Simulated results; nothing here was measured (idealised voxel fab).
process module | voxel released beams
cross-section cut | 225 nm wide | cells 5 nm
A cross-section is a grid of square cells, given in bands from the top down. A band is one or more rows of cells.
Each band's line starts with the height of the band's top and of its bottom, in nm. Then come its materials from left to right, each with its width in nm. One material with "throughout" fills the band from edge to edge. "air" is empty space.
Height 0 is the level under which the wafer as received is all one material. The lowest band goes on downwards, as in "0 down".
A width such as "30 to 40" changes by the same amount from each row of cells to the next, from the band's top row to its bottom row.
"no change" after a step means that no cell of the cross-section changed.
closed voids: empty space of 8 cells or more with no open way to the top, each as width x height at its distance from the left edge, in nm
after a step's settings: what the simulator itself notes on the step
overlay nm, on a step with a mask: how far to the right of its planned place the mask lay; to the left if negative
plan
1 op RECEIVE | material Si
2 op CONFORMAL_DEP | material SiN | thk nm 5
3 op DIRECTIONAL_DEP | material SiO2 | thk nm 10
4 op DIRECTIONAL_DEP | material aC | thk nm 15
5 op PATTERN | tone open | mask id ANCHOR | material resist | width nm 45 | thk nm 35 | overlay nm 0
6 op DIRECTIONAL_ETCH | etch materials aC | depth nm 15
7 op STRIP | etch materials resist
8 op DIRECTIONAL_ETCH | etch materials SiO2 | depth nm 10
9 op STRIP | etch materials aC
10 op CONFORMAL_DEP | material TiN | thk nm 15
11 op PATTERN | tone cover | mask id BEAM | material resist | width nm 90 | thk nm 20 | overlay nm 0
12 op DIRECTIONAL_ETCH | etch materials TiN | depth nm 15
13 op STRIP | etch materials resist
14 op STRIP | etch materials SiO2
as received, after step 1
  0 down: Si throughout
  closed voids: none
first wafer at the end, as planned
  30 to 20: air 65 | TiN 20 | air 15 | TiN 55 | air 70
  20 to 15: air 65 | TiN 90 | air 70
  15 to 5: air 70 | TiN 45 | air 110
  5 to 0: SiN throughout
  0 down: Si throughout
  closed voids: none
second wafer at the end: like start, like plan, one mistake
  30 to 15: air 65 | TiN 90 | air 70
  15 to 0: SiN throughout
  0 down: Si throughout
  closed voids: none
what went wrong: step 3 ran as: op DIRECTIONAL_DEP | material SiN | thk nm 10
at the end the second wafer has, in cells: 90 more of SiN | 12 fewer of TiN
